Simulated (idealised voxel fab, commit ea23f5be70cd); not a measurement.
voxel capacitor over wiring: a process module
For reference, the cross-section in this document is cut, with width 275 nm and square cells of 5 nm.
Cross-section, as written here: a square-cell grid given band by band from the top down, where a band holds one or more rows of cells. The entry gives the band's vertical extent as a top height and a bottom height in nm, then its horizontal make-up as materials from left to right, each with a width in nm. "empty" stands for empty space; a single material marked "everywhere" fills the band edge to edge. Heads up on the height convention: 0 is the point under which the incoming wafer is all one material, and the lowest band has no bottom, it just keeps going down, like "0 and below". It should be noted that a width expressed as "30->40" varies in equal increments from row to row of cells within the band, taking the value of the first number at the top row and that of the second number at the bottom row. "no alterations made" (step): cross-section cells unchanged, all of them. Each empty space that has no open way to the top and spans at least 8 cells appears under "Non-vented voids" as width x height at distance, the distance counted from the left edge, all in nm. On each step's line, the part that comes after the settings is the simulator's own comment on the step. A step line may carry the setting "overlay nm", which, for steps involving a mask, states the distance by which the mask lay to the right of its intended position; negative values denote displacement to the left.

These are the steps we planned for the process
1,RECEIVE | material Si
2,CONFORMAL_DEP | material SiO2 | thk nm 15
3,DIRECTIONAL_DEP | material TiN | thk nm 5
4,DIRECTIONAL_DEP | material W | thk nm 20
5,MASKED_ETCH | tone cover | mask id METAL_1 | width nm 30 | pitch nm 95 | etch materials W | depth nm 20 | overlay nm 0
6,MASKED_ETCH | tone cover | mask id METAL_1 | width nm 30 | pitch nm 95 | etch materials TiN | depth nm 5 | overlay nm 0
7,CONFORMAL_DEP | material SiCN | thk nm 5
8,FILL_DEP | material lowk | thk nm 10
9,CMP | height nm 40
10,CONFORMAL_DEP | material SiCN | thk nm 5
11,DIRECTIONAL_DEP | material SiO2 | thk nm 15
12,PATTERN | tone open | mask id PLUG_1 | material resist | width nm 15 | thk nm 20 | overlay nm 0
13,DIRECTIONAL_ETCH | etch materials SiO2 | depth nm 15
14,DIRECTIONAL_ETCH | etch materials SiCN | depth nm 5
15,STRIP | etch materials resist
16,CONFORMAL_DEP | material TiN | thk nm 5
17,FILL_DEP | material Cu | thk nm 5
18,CMP | height nm 60
19,DIRECTIONAL_DEP | material TiN | thk nm 5
20,DIRECTIONAL_DEP | material Al2O3 | thk nm 5
21,DIRECTIONAL_DEP | material TiN | thk nm 10
22,DIRECTIONAL_DEP | material aC | thk nm 10
23,PATTERN | tone cover | mask id UPPER_PLATE | material resist | width nm 70 | thk nm 30 | overlay nm 0
24,DIRECTIONAL_ETCH | etch materials aC | depth nm 10
25,STRIP | etch materials resist
26,DIRECTIONAL_ETCH | etch materials TiN | depth nm 10
27,DIRECTIONAL_ETCH | etch materials Al2O3 | depth nm 5
28,STRIP | etch materials aC
29,MASKED_ETCH | tone cover | mask id LOWER_PLATE | width nm 80 | etch materials TiN | depth nm 5 | overlay nm 0
30,FILL_DEP | material SiO2 | thk nm 20
31,CMP | height nm 95
32,DIRECTIONAL_DEP | material aC | thk nm 10
33,PATTERN | tone open | mask id PLUG_2 | material resist | width nm 15 | thk nm 30 | overlay nm 0
34,DIRECTIONAL_ETCH | etch materials aC | depth nm 10
35,STRIP | etch materials resist
36,DIRECTIONAL_ETCH | etch materials SiO2 | depth nm 15
37,STRIP | etch materials aC
38,CONFORMAL_DEP | material TiN | thk nm 5
39,FILL_DEP | material Ru | thk nm 5
40,CMP | height nm 95
41,CONFORMAL_DEP | material SiCN | thk nm 5

Cross-section of the incoming wafer, state after step 1
- 0 and below | Si everywhere
- Non-vented voids: none

Sectioned view, first of two wafers, at the close of the module, processed as intended in the plan
- 100 down to 95 | SiCN everywhere
- 95 down to 85 | SiO2: 100, then TiN: 5, then Ru: 5, then TiN: 5, then SiO2: 160
- 85 down to 80 | SiO2: 100, then TiN: 15, then SiO2: 160
- 80 down to 70 | SiO2: 90, then TiN: 70, then SiO2: 115
- 70 down to 65 | SiO2: 90, then Al2O3: 70, then SiO2: 115
- 65 down to 60 | SiO2: 85, then TiN: 80, then SiO2: 110
- 60 down to 45 | SiO2: 90, then TiN: 5, then Cu: 5, then TiN: 5, then SiO2: 170
- 45 down to 40 | SiCN: 90, then TiN: 15, then SiCN: 170
- 40 down to 20 | lowk: 70, then SiCN: 5, then W: 30, then SiCN: 5, then lowk: 55, then SiCN: 5, then W: 30, then SiCN: 5, then lowk: 70
- 20 down to 15 | SiCN: 75, then TiN: 30, then SiCN: 65, then TiN: 30, then SiCN: 75
- 15 down to 0 | SiO2 everywhere
- 0 and below | Si everywhere
- Non-vented voids: none

The second wafer, shown in cross-section after the module: started the same way as the first and given the same plan, yet one mistake crept into how it was run
- 100 down to 95 | SiCN everywhere
- 95 down to 85 | SiO2: 100, then TiN: 5, then Ru: 5, then TiN: 5, then SiO2: 160
- 85 down to 80 | SiO2: 100, then TiN: 15, then SiO2: 160
- 80 down to 70 | SiO2: 90, then TiN: 70, then SiO2: 115
- 70 down to 65 | SiO2: 90, then Al2O3: 70, then SiO2: 115
- 65 down to 60 | SiO2: 85, then TiN: 80, then SiO2: 110
- 60 down to 45 | SiO2: 90, then Al2O3: 5, then Cu: 5, then Al2O3: 5, then SiO2: 170
- 45 down to 40 | SiCN: 90, then Al2O3: 15, then SiCN: 170
- 40 down to 20 | lowk: 70, then SiCN: 5, then W: 30, then SiCN: 5, then lowk: 55, then SiCN: 5, then W: 30, then SiCN: 5, then lowk: 70
- 20 down to 15 | SiCN: 75, then TiN: 30, then SiCN: 65, then TiN: 30, then SiCN: 75
- 15 down to 0 | SiO2 everywhere
- 0 and below | Si everywhere
- Non-vented voids: none
Want to know what went wrong? step 16 changed vs plan, executed as CONFORMAL_DEP | material Al2O3 | thk nm 5
Once processing is complete, comparing cell counts shows that the second wafer has more or fewer of certain materials than the first: Al2O3: 9 more | TiN: 9 fewer
